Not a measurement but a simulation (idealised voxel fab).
The name of this process module is voxel gate over fins.
The width of the displayed cross-section, cut, is 145 nm; its cells are square, with a size of 5 nm.
Think of the cross-section as a grid of square cells. We describe it in bands, top to bottom, and each band covers one or more rows of those cells.
For a band, the entry starts with two heights in nm, that of the top and then that of the bottom, and carries on with the band's materials in order from left to right, each alongside its width in nm; the word "throughout" beside a single material means it fills the band edge to edge, and "empty" means empty space.
Note: height 0 marks the level under which the wafer is uniformly one material as received. Lowest band unbounded below, written "0 -> down".
It should be noted that a width expressed as "30 to 40" varies in equal increments from row to row of cells within the band, taking the value of the first number at the top row and that of the second number at the bottom row.
It should be understood that the words "no modifications", when stated for a given step, signify that the cross-section underwent no change in any of its cells during that step.
Reported under the label "Closed-off voids" are the empty spaces having no open way to the top and comprising 8 cells or more; the notation for each is width x height at distance, in which the distance is measured from the left edge and all three values are in nm.
Where a step's line continues beyond its settings, the continuation is a remark by the simulator itself on that step.
overlay nm: where the mask lay relative to plan, measured to the right, on steps with a mask; negatives go left.
Here's what the planned process steps look like
1) RECEIVE with material Si
2) CONFORMAL_DEP with material SiN, thk nm 10
3) DIRECTIONAL_DEP with material aC, thk nm 10
4) PATTERN with tone cover, mask id FINS, material resist, width nm 15, pitch nm 35, thk nm 30, overlay nm 0
5) DIRECTIONAL_ETCH with etch materials aC, depth nm 10
6) STRIP with etch materials resist
7) DIRECTIONAL_ETCH with etch materials SiN, depth nm 10
8) DIRECTIONAL_ETCH with etch materials Si, depth nm 40
9) STRIP with etch materials aC
10) OXIDIZE with depth nm 5
11) FILL_DEP with material SiO2, thk nm 5
12) CMP with height nm 10
13) SELECTIVE_ETCH with etch materials SiO2, depth nm 25
14) STRIP with etch materials SiN
15) CONFORMAL_DEP with material HfO2, thk nm 5
16) CONFORMAL_DEP with material TiN, thk nm 5
17) CONFORMAL_DEP with material TiAl, thk nm 5
18) CONFORMAL_DEP with material TiN, thk nm 5
19) FILL_DEP with material W, thk nm 15
20) CMP with height nm 30
21) CONFORMAL_DEP with material SiCN, thk nm 5
Cross-section of the wafer upon arrival, representing the state reached after step 1
* 0 -> down = Si throughout
* Closed-off voids: none
Final cross-section, module run with one mistake (start and plan as above)
* 35 -> 30 = SiCN throughout
* 30 -> 20 = W throughout
* 20 -> 15 = W 25 / TiN 80 / W 40
* 15 -> 10 = W 25 / TiN 5 / TiAl 70 / TiN 5 / W 40
* 10 -> 5 = W 25 / TiN 5 / TiAl 5 / TiN 25 / TiAl 10 / TiN 25 / TiAl 5 / TiN 5 / W 40
* 5 -> 0 = TiN 30 / TiAl 5 / TiN 5 / HfO2 15 / TiN 5 / TiAl 10 / TiN 5 / HfO2 15 / TiN 5 / TiAl 5 / TiN 45
* 0 -> -5 = TiAl 35 / TiN 5 / HfO2 5 / Si 5 / HfO2 5 / TiN 5 / TiAl 10 / TiN 5 / HfO2 5 / Si 5 / HfO2 5 / TiN 5 / TiAl 50
* -5 -> -10 = TiN 40 / HfO2 5 / Si 5 / HfO2 5 / TiN 20 / HfO2 5 / Si 5 / HfO2 5 / TiN 55
* -10 -> -15 = HfO2 45 / Si 5 / HfO2 30 / Si 5 / HfO2 60
* -15 -> -45 = SiO2 45 / Si 5 / SiO2 30 / Si 5 / SiO2 60
* -45 -> down = Si throughout
* Closed-off voids: none
Finding, execution versus plan: note that step 4 departed from the planned setting and was carried out as PATTERN with tone cover, mask id FINS, material resist, width nm 15, pitch nm 35, thk nm 30, overlay nm -5
